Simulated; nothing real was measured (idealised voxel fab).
Name of the process module below: voxel self aligned contacts
Cross-section cut: width 290 nm, square cells of 5 nm.
Heads up, the way a cross-section reads in here is a grid of square cells, handed over as bands from the top down, with every band being one or more rows of cells.
It is stipulated that each band's entry specify, in nanometres, the height of the top of the band and then that of its bottom, followed by the materials of the band in left-to-right sequence, each together with its width in nanometres. A single material marked by the word "edge to edge" is understood to fill the band from edge to edge; the word "blank" is understood to denote empty space.
The level at which height equals 0 is the one under which the wafer, as it arrives, is entirely one material. No lower edge exists for the bottom band, which continues downward and is notated as in "0 nm and below".
Quick explanation for "30..40": the width changes in equal steps down the rows of cells, from the first number in the band's top row to the second number in its bottom row.
Key: "no alteration" - step with no changed cell in the cross-section.
In the "Completely enclosed voids" entry, you get each enclosed empty space of 8 cells or more, one with no open way to the top, written width x height at distance, distance from the left edge, in nm.
Text after the settings on a step's line: the simulator's own remark on that step.
"overlay nm" on a masked step: distance the mask lay right of its planned place, negative for left.

[Listed below are the process steps as planned]
1,RECEIVE with material Si
2,CONFORMAL_DEP with material SiO2, thk nm 5
3,DIRECTIONAL_DEP with material polySi, thk nm 25
4,DIRECTIONAL_DEP with material SiN, thk nm 15
5,PATTERN with tone cover, mask id GATE, material resist, width nm 35, pitch nm 60, thk nm 15, overlay nm 0
6,DIRECTIONAL_ETCH with etch materials SiN, depth nm 15
7,DIRECTIONAL_ETCH with etch materials polySi, depth nm 25
8,STRIP with etch materials resist
9,CONFORMAL_DEP with material SiN, thk nm 5
10,DIRECTIONAL_ETCH with etch materials SiN, depth nm 5
11,FILL_DEP with material SiO2, thk nm 20
12,CMP with height nm 55
13,DIRECTIONAL_DEP with material aC, thk nm 15
14,PATTERN with tone open, mask id CONTACT, material resist, width nm 35, thk nm 35, overlay nm 0
15,DIRECTIONAL_ETCH with etch materials aC, depth nm 15
16,STRIP with etch materials resist
17,DIRECTIONAL_ETCH with etch materials SiO2, depth nm 55
18,STRIP with etch materials aC
19,CONFORMAL_DEP with material TiN, thk nm 5
20,FILL_DEP with material Ru, thk nm 10
21,CMP with height nm 45
22,CONFORMAL_DEP with material SiCN, thk nm 5
The value of height nm given for step 21 in the plan refers to the first wafer; the wafers vary in this setting and are alike at the start.

[First wafer of several, as received: cross-section after step 1]
	0 nm and below | Si edge to edge
	Completely enclosed voids: none

[For your reference, the table is organized with a row per wafer; each row reflects the wafer at the end of the module, indicating for each material the cells gained (+) or lost (-) since receipt, and thereafter its closed voids]
height nm 45 | +8 Ru | +58 SiCN | +74 SiN | +351 SiO2 | +19 TiN | +70 polySi | Completely enclosed voids: none
height nm 50 | +9 Ru | +58 SiCN | +74 SiN | +402 SiO2 | +25 TiN | +70 polySi | Completely enclosed voids: none
height nm 55 | +14 Ru | +58 SiCN | +74 SiN | +453 SiO2 | +27 TiN | +70 polySi | Completely enclosed voids: none
height nm 60 | +19 Ru | +58 SiCN | +74 SiN | +453 SiO2 | +80 TiN | +70 polySi | Completely enclosed voids: none
height nm 65 | +77 Ru | +58 SiCN | +74 SiN | +453 SiO2 | +80 TiN | +70 polySi | Completely enclosed voids: none
height nm 70 | +135 Ru | +58 SiCN | +74 SiN | +453 SiO2 | +80 TiN | +70 polySi | Completely enclosed voids: none
